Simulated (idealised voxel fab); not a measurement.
You're looking at the process module voxel local oxidation.
Section shown: cut. Width: 270 nm. Cell size: 5 nm, square.
Each cross-section below is a grid of square cells, stated as bands in top-down order, with one or more rows of cells making up each band. What a band's entry tells you: where the top is and where the bottom is, as heights in nm, and after that what lies inside, material by material from left to right, each with its width in nm. Empty space is written as the word "air", and a single material marked with the word "all across" occupies the band from edge to edge. All heights in this document are referenced to 0, defined as the level beneath which the wafer, as received, consists entirely of one material. The lowest band is not bounded below; it extends indefinitely downward and is written in the form "0 -> down". When a width is written as two numbers, as in "30 to 40", the first number is the width in the top row of cells of the band and the second is the width in its bottom row, and the width changes by the same amount from each row to the next. When a step is marked "nothing different", none of the cells in the cross-section changed during that step. If an empty space has no open way to the top and is at least 8 cells in size, "Sealed void list" lists it, written width x height at distance, where distance is measured from the left edge and every value is in nm. It should be noted that, on the line of a given step, the content following the step's settings is a remark produced by the simulator itself with respect to that step. On any step carrying a mask, the "overlay nm" setting, if present on the step's line, tells how far right of its planned place the mask lay; negative values point to the left.
INTENDED PROCESS STEPS
- 1: RECEIVE,material Si
- 2: OXIDIZE,depth nm 5
- 3: CONFORMAL_DEP,material SiN,thk nm 10
- 4: MASKED_ETCH,tone cover,mask id ACTIVE,width nm 100,etch materials SiN,depth nm 10,overlay nm 0
- 5: SELECTIVE_ETCH,etch materials SiO2,depth nm 5
- 6: OXIDIZE,depth nm 15
- 7: STRIP,etch materials SiN
SHOWN IN CROSS-SECTION IS THE WAFER AS RECEIVED, THAT IS, AS IT STANDS AFTER STEP 1
0 -> down = Si all across
Sealed void list: none
FIRST OF TWO WAFERS AT THE END OF THE MODULE, SHOWN IN CROSS-SECTION; RUN CARRIED OUT AS PLANNED
0 -> -5 = 90 nm air, then 90 nm SiO2, then 90 nm air
-5 -> -20 = 105 nm SiO2, then 60 nm Si, then 105 nm SiO2
-20 -> down = Si all across
Sealed void list: none
WAFER TWO (OF TWO), END-OF-MODULE CROSS-SECTION: START = WAFER ONE, PLAN = WAFER ONE, ONE RUN MISTAKE
0 -> -5 = 80 nm SiO2, then 110 nm air, then 80 nm SiO2
-5 -> -20 = 65 nm Si, then 140 nm SiO2, then 65 nm Si
-20 -> down = Si all across
Sealed void list: none
Processing error: step 4 changed vs plan, executed as MASKED_ETCH,tone open,mask id ACTIVE,width nm 100,etch materials SiN,depth nm 10,overlay nm 0
The second wafer ends with more or fewer cells of some materials than the first, per final count: 42 more of Si | 28 fewer of SiO2
